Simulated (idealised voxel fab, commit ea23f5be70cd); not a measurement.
process module | voxel transistor to metal
cross-section cut | 300 nm wide | cells 5 nm
A cross-section is a grid of square cells, given in bands from the top down. A band is one or more rows of cells.
Each band's line starts with the height of the band's top and of its bottom, in nm. Then come its materials from left to right, each with its width in nm. One material with "throughout" fills the band from edge to edge. "air" is empty space.
Height 0 is the level under which the wafer as received is all one material. The lowest band goes on downwards, as in "0 down".
A width such as "30 to 40" changes by the same amount from each row of cells to the next, from the band's top row to its bottom row.
"no change" after a step means that no cell of the cross-section changed.
closed voids: empty space of 8 cells or more with no open way to the top, each as width x height at its distance from the left edge, in nm
after a step's settings: what the simulator itself notes on the step
overlay nm, on a step with a mask: how far to the right of its planned place the mask lay; to the left if negative
plan
1 op RECEIVE | material Si
2 op OXIDIZE | depth nm 5
3 op CONFORMAL_DEP | material SiN | thk nm 15
4 op PATTERN | tone cover | mask id ACTIVE | material resist | width nm 90 | pitch nm 110 | thk nm 20 | overlay nm 0
5 op DIRECTIONAL_ETCH | etch materials SiN | depth nm 15
6 op DIRECTIONAL_ETCH | etch materials SiO2 | depth nm 5
7 op DIRECTIONAL_ETCH | etch materials Si | depth nm 30
8 op STRIP | etch materials resist
9 op OXIDIZE | depth nm 5
10 op FILL_DEP | material SiO2 | thk nm 10
11 op CMP | height nm 15
12 op SELECTIVE_ETCH | etch materials SiO2 | depth nm 5
13 op STRIP | etch materials SiN
14 op SELECTIVE_ETCH | etch materials SiO2 | depth nm 5
15 op OXIDIZE | depth nm 5
16 op DIRECTIONAL_DEP | material polySi | thk nm 30
17 op DIRECTIONAL_DEP | material SiCN | thk nm 10
18 op MASKED_ETCH | tone cover | mask id GATE | width nm 20 | pitch nm 110 | etch materials SiCN | depth nm 20 | overlay nm 0
19 op MASKED_ETCH | tone cover | mask id GATE | width nm 20 | pitch nm 110 | etch materials polySi | depth nm 40 | overlay nm 0
20 op CONFORMAL_DEP | material SiO2 | thk nm 5
21 op DIRECTIONAL_ETCH | etch materials SiO2 | depth nm 5
22 op CONFORMAL_DEP | material SiN | thk nm 5
23 op DIRECTIONAL_ETCH | etch materials SiN | depth nm 5
24 op DIRECTIONAL_ETCH | etch materials SiO2 | depth nm 5
25 op DIRECTIONAL_ETCH | etch materials Si | depth nm 15
26 op EPI | material SiGe | thk nm 15
27 op FILL_DEP | material SiO2 | thk nm 5
28 op CMP | height nm 35
29 op DIRECTIONAL_DEP | material SiO2 | thk nm 10
30 op DIRECTIONAL_DEP | material aC | thk nm 15
31 op PATTERN | tone open | mask id CONTACT | material resist | width nm 15 | thk nm 35 | overlay nm 0
32 op DIRECTIONAL_ETCH | etch materials aC | depth nm 15
33 op STRIP | etch materials resist
34 op DIRECTIONAL_ETCH | etch materials SiO2 | depth nm 55
35 op STRIP | etch materials aC
36 op CONFORMAL_DEP | material TiN | thk nm 5
37 op FILL_DEP | material W | thk nm 5
38 op CMP | height nm 45
39 op DIRECTIONAL_DEP | material TiN | thk nm 5
40 op DIRECTIONAL_DEP | material Ru | thk nm 20
41 op PATTERN | tone cover | mask id METAL_1 | material resist | width nm 15 | thk nm 15 | overlay nm 0
42 op DIRECTIONAL_ETCH | etch materials Ru | depth nm 20
43 op DIRECTIONAL_ETCH | etch materials TiN | depth nm 5
44 op STRIP | etch materials resist
45 op CONFORMAL_DEP | material SiN | thk nm 5
46 op FILL_DEP | material SiO2 | thk nm 10
47 op CMP | height nm 70
48 op CONFORMAL_DEP | material SiCN | thk nm 5
as received, after step 1
  0 down: Si throughout
  closed voids: none
a wafer at the end: this start, this plan, one mistake
  75 to 70: SiCN throughout
  70 to 50: SiO2 50 | SiN 5 | Ru 15 | SiN 5 | SiO2 40 | SiN 5 | Ru 15 | SiN 5 | SiO2 20 | SiN 5 | Ru 15 | SiN 5 | SiO2 40 | SiN 5 | Ru 15 | SiN 5 | SiO2 50
  50 to 45: SiN 55 | TiN 15 | SiN 50 | TiN 15 | SiN 30 | TiN 15 | SiN 50 | TiN 15 | SiN 55
  45 to 35: SiO2 55 | TiN 5 | W 5 | TiN 5 | SiO2 50 | TiN 5 | W 5 | TiN 5 | SiO2 30 | TiN 5 | W 5 | TiN 5 | SiO2 50 | TiN 5 | W 5 | TiN 5 | SiO2 55
  35 to 25: SiO2 55 | TiN 5 | W 5 | TiN 5 | SiO2 5 | SiN 5 | SiO2 5 | SiCN 20 | SiO2 5 | SiN 5 | SiO2 5 | TiN 5 | W 5 | TiN 5 | SiO2 30 | TiN 5 | W 5 | TiN 5 | SiO2 5 | SiN 5 | SiO2 5 | SiCN 20 | SiO2 5 | SiN 5 | SiO2 5 | TiN 5 | W 5 | TiN 5 | SiO2 55
  25 to 20: SiO2 55 | TiN 15 | SiO2 5 | SiN 5 | SiO2 5 | polySi 20 | SiO2 5 | SiN 5 | SiO2 5 | TiN 15 | SiO2 30 | TiN 15 | SiO2 5 | SiN 5 | SiO2 5 | polySi 20 | SiO2 5 | SiN 5 | SiO2 5 | TiN 15 | SiO2 55
  20 to 5: SiO2 45 | SiGe 30 | SiN 5 | SiO2 5 | polySi 20 | SiO2 5 | SiN 5 | SiGe 30 | SiO2 10 | SiGe 30 | SiN 5 | SiO2 5 | polySi 20 | SiO2 5 | SiN 5 | SiGe 30 | SiO2 45
  5 to 0: SiO2 45 | SiGe 5 | SiN 5 | SiGe 20 | SiN 5 | SiO2 5 | polySi 20 | SiO2 5 | SiN 5 | SiGe 20 | SiN 5 | SiGe 5 | SiO2 10 | SiGe 5 | SiN 5 | SiGe 20 | SiN 5 | SiO2 5 | polySi 20 | SiO2 5 | SiN 5 | SiGe 20 | SiN 5 | SiGe 5 | SiO2 45
  0 to -5: SiO2 50 | SiN 5 | SiGe 20 | SiN 5 | SiO2 5 | polySi 20 | SiO2 5 | SiN 5 | SiGe 20 | SiN 5 | SiO2 20 | SiN 5 | SiGe 20 | SiN 5 | SiO2 5 | polySi 20 | SiO2 5 | SiN 5 | SiGe 20 | SiN 5 | SiO2 50
  -5 to -10: SiO2 55 | SiGe 20 | SiO2 40 | SiGe 20 | SiO2 30 | SiGe 20 | SiO2 40 | SiGe 20 | SiO2 55
  -10 to -25: SiO2 55 | SiGe 20 | Si 40 | SiGe 20 | SiO2 30 | SiGe 20 | Si 40 | SiGe 20 | SiO2 55
  -25 to -40: SiO2 55 | Si 80 | SiO2 30 | Si 80 | SiO2 55
  -40 down: Si throughout
  closed voids: none
what went wrong: step 26 was run twice
